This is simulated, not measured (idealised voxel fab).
Process module under the name voxel self aligned contacts
Cross-section cut spans 275 nm and uses square cells 5 nm in size.
If you're reading a cross-section in this doc, picture square cells in a grid; it comes to you as bands, top ones listed first down to the bottom, and a band can be one or more rows of cells.
Each band's line starts with the height of the band's top and of its bottom, in nm. Then come its materials from left to right, each with its width in nm. One material with "throughout" fills the band from edge to edge. "empty" is empty space.
Heights from 0 (as-received wafer is one material below). Bottom band endless downward, as "0..down".
Width spec "30 to 40" -> top row of cells at first value, bottom row at second value, equal per-row change in between.
Reading "changes: none" for a step: not a cell of the cross-section changed in it.
In the "Encapsulated voids" entry, you get each enclosed empty space of 8 cells or more, one with no open way to the top, written width x height at distance, distance from the left edge, in nm.
Post-settings text on a step line: simulator's own remark regarding the step.
On any step carrying a mask, the "overlay nm" setting, if present on the step's line, tells how far right of its planned place the mask lay; negative values point to the left.

## Steps in the process plan
step 1: RECEIVE,material Si
step 2: OXIDIZE,depth nm 5
step 3: DIRECTIONAL_DEP,material polySi,thk nm 30
step 4: DIRECTIONAL_DEP,material SiN,thk nm 20
step 5: PATTERN,tone cover,mask id GATE,material resist,width nm 35,pitch nm 70,thk nm 20,overlay nm 0
step 6: DIRECTIONAL_ETCH,etch materials SiN,depth nm 20
step 7: DIRECTIONAL_ETCH,etch materials polySi,depth nm 30
step 8: STRIP,etch materials resist
step 9: CONFORMAL_DEP,material SiN,thk nm 5
step 10: DIRECTIONAL_ETCH,etch materials SiN,depth nm 5
step 11: FILL_DEP,material SiO2,thk nm 15
step 12: CMP,height nm 60
step 13: PATTERN,tone open,mask id CONTACT,material resist,width nm 55,pitch nm 70,thk nm 20,overlay nm -15
step 14: DIRECTIONAL_ETCH,etch materials SiO2,depth nm 65
step 15: STRIP,etch materials resist
step 16: CONFORMAL_DEP,material TiN,thk nm 5
step 17: FILL_DEP,material W,thk nm 5
step 18: CMP,height nm 60
step 19: CONFORMAL_DEP,material SiN,thk nm 5
Across this set of wafers, the varied parameter is the overlay nm of step 13. Starting conditions are identical for every wafer, and the plan reports the value assigned to the first wafer.

## The first of several wafers as received, shown in cross-section; this is its state after step 1
    0..down | Si throughout
    Encapsulated voids: none

## Shown in cross-section: the first of several wafers at the end of the module, after its last step, step 19
    65..60 | SiN throughout
    60..50 | SiO2 60, then TiN 5 to 35, then W 45 to 15, then TiN 5, then SiO2 15, then TiN 5 to 35, then W 45 to 15, then TiN 5, then SiO2 90
    50..30 | SiO2 45, then SiN 45, then TiN 5, then W 15, then TiN 5, then SiN 45, then TiN 5, then W 15, then TiN 5, then SiN 45, then SiO2 45
    30..0 | SiO2 45, then SiN 5, then polySi 35, then SiN 5, then TiN 5, then W 15, then TiN 5, then SiN 5, then polySi 35, then SiN 5, then TiN 5, then W 15, then TiN 5, then SiN 5, then polySi 35, then SiN 5, then SiO2 45
    0..-5 | SiO2 90, then TiN 25, then SiO2 45, then TiN 25, then SiO2 90
    -5..down | Si throughout
    Encapsulated voids: none

## Cross-sectional depiction of the last of several wafers upon completion of the module
    65..60 | SiN throughout
    60..50 | SiO2 90, then TiN 5, then W 45 to 15, then TiN 5 to 35, then SiO2 15, then TiN 5, then W 45 to 15, then TiN 5 to 35, then SiO2 60
    50..30 | SiO2 45, then SiN 45, then TiN 5, then W 15, then TiN 5, then SiN 45, then TiN 5, then W 15, then TiN 5, then SiN 45, then SiO2 45
    30..0 | SiO2 45, then SiN 5, then polySi 35, then SiN 5, then TiN 5, then W 15, then TiN 5, then SiN 5, then polySi 35, then SiN 5, then TiN 5, then W 15, then TiN 5, then SiN 5, then polySi 35, then SiN 5, then SiO2 45
    0..-5 | SiO2 90, then TiN 25, then SiO2 45, then TiN 25, then SiO2 90
    -5..down | Si throughout
    Encapsulated voids: none

## Gained (+) or lost (-) cells of each material since receipt, then closed voids: one row per wafer, at the end of the module
overlay nm -15 | -55 Si | +199 SiN | +291 SiO2 | +70 TiN | +84 W | +126 polySi | Encapsulated voids: none
overlay nm -10 | -55 Si | +199 SiN | +291 SiO2 | +70 TiN | +84 W | +126 polySi | Encapsulated voids: none
overlay nm -5 | -55 Si | +199 SiN | +291 SiO2 | +70 TiN | +84 W | +126 polySi | Encapsulated voids: none
overlay nm 0 | -55 Si | +199 SiN | +291 SiO2 | +70 TiN | +84 W | +126 polySi | Encapsulated voids: none
overlay nm 5 | -55 Si | +199 SiN | +291 SiO2 | +70 TiN | +84 W | +126 polySi | Encapsulated voids: none
overlay nm 10 | -55 Si | +199 SiN | +291 SiO2 | +70 TiN | +84 W | +126 polySi | Encapsulated voids: none
overlay nm 15 | -55 Si | +199 SiN | +291 SiO2 | +70 TiN | +84 W | +126 polySi | Encapsulated voids: none
